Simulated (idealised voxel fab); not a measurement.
process module | voxel gate over fins
cross-section cut | 300 nm wide | cells 5 nm
A cross-section is a grid of square cells, given in bands from the top down. A band is one or more rows of cells.
Each band's line starts with the height of the band's top and of its bottom, in nm. Then come its materials from left to right, each with its width in nm. One material with "throughout" fills the band from edge to edge. "air" is empty space.
Height 0 is the level under which the wafer as received is all one material. The lowest band goes on downwards, as in "0 down".
A width such as "30 to 40" changes by the same amount from each row of cells to the next, from the band's top row to its bottom row.
"no change" after a step means that no cell of the cross-section changed.
closed voids: empty space of 8 cells or more with no open way to the top, each as width x height at its distance from the left edge, in nm
after a step's settings: what the simulator itself notes on the step
overlay nm, on a step with a mask: how far to the right of its planned place the mask lay; to the left if negative
plan
1 op RECEIVE | material Si
2 op CONFORMAL_DEP | material SiN | thk nm 10
3 op DIRECTIONAL_DEP | material aC | thk nm 15
4 op PATTERN | tone cover | mask id FINS | material resist | width nm 15 | pitch nm 40 | thk nm 35 | overlay nm 0
5 op DIRECTIONAL_ETCH | etch materials aC | depth nm 15
6 op STRIP | etch materials resist
7 op DIRECTIONAL_ETCH | etch materials SiN | depth nm 10
8 op DIRECTIONAL_ETCH | etch materials Si | depth nm 20
9 op STRIP | etch materials aC
10 op OXIDIZE | depth nm 5
11 op FILL_DEP | material SiO2 | thk nm 5
12 op CMP | height nm 10
13 op SELECTIVE_ETCH | etch materials SiO2 | depth nm 25
14 op STRIP | etch materials SiN
15 op CONFORMAL_DEP | material HfO2 | thk nm 5
16 op CONFORMAL_DEP | material TiN | thk nm 5
17 op FILL_DEP | material W | thk nm 15
18 op CMP | height nm 20
19 op CONFORMAL_DEP | material SiCN | thk nm 10
varied across the wafers: depth nm of step 8. The plan shows the first wafer's value. All wafers start alike
first wafer as received, after step 1
  0 down: Si throughout
  closed voids: none
each wafer at the end: cells of each material gained (+) or lost (-) since it was received, then its closed voids
depth nm 20 | +78 HfO2 | -285 Si | +120 SiCN | +114 SiO2 | +78 TiN | +255 W | closed voids: none
depth nm 25 | +78 HfO2 | -342 Si | +120 SiCN | +171 SiO2 | +78 TiN | +255 W | closed voids: none
depth nm 30 | +78 HfO2 | -399 Si | +120 SiCN | +228 SiO2 | +78 TiN | +255 W | closed voids: none
depth nm 35 | +78 HfO2 | -456 Si | +120 SiCN | +285 SiO2 | +78 TiN | +255 W | closed voids: none
depth nm 40 | +78 HfO2 | -513 Si | +120 SiCN | +342 SiO2 | +78 TiN | +255 W | closed voids: none
depth nm 45 | +78 HfO2 | -570 Si | +120 SiCN | +399 SiO2 | +78 TiN | +255 W | closed voids: none
